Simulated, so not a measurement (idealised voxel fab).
process module | voxel local oxidation
cross-section cut | 300 nm wide | cells 5 nm
A cross-section is a grid of square cells, given in bands from the top down. A band is one or more rows of cells.
Each band's line starts with the height of the band's top and of its bottom, in nm. Then come its materials from left to right, each with its width in nm. One material with "throughout" fills the band from edge to edge. "air" is empty space.
Height 0 is the level under which the wafer as received is all one material. The lowest band goes on downwards, as in "0 down".
A width such as "30 to 40" changes by the same amount from each row of cells to the next, from the band's top row to its bottom row.
"no change" after a step means that no cell of the cross-section changed.
closed voids: empty space of 8 cells or more with no open way to the top, each as width x height at its distance from the left edge, in nm
after a step's settings: what the simulator itself notes on the step
overlay nm, on a step with a mask: how far to the right of its planned place the mask lay; to the left if negative
plan
1 op RECEIVE | material Si
2 op CONFORMAL_DEP | material SiO2 | thk nm 5
3 op CONFORMAL_DEP | material SiN | thk nm 15
4 op PATTERN | tone cover | mask id ACTIVE | material resist | width nm 100 | thk nm 15 | overlay nm 0
5 op DIRECTIONAL_ETCH | etch materials SiN | depth nm 15
6 op STRIP | etch materials resist
7 op SELECTIVE_ETCH | etch materials SiO2 | depth nm 5
8 op OXIDIZE | depth nm 10
9 op STRIP | etch materials SiN
as received, after step 1
  0 down: Si throughout
  closed voids: none
first wafer at the end, as planned
  5 to 0: air 105 | SiO2 90 | air 105
  0 to -10: SiO2 115 | Si 70 | SiO2 115
  -10 down: Si throughout
  closed voids: none
second wafer at the end: like start, like plan, one mistake
  5 to 0: air 95 | SiO2 90 | air 115
  0 to -10: SiO2 105 | Si 70 | SiO2 125
  -10 down: Si throughout
  closed voids: none
what went wrong: step 4 ran as: op PATTERN | tone cover | mask id ACTIVE | material resist | width nm 100 | thk nm 15 | overlay nm -10
at the end the second wafer has, in cells: as many of each material as the first, in other places
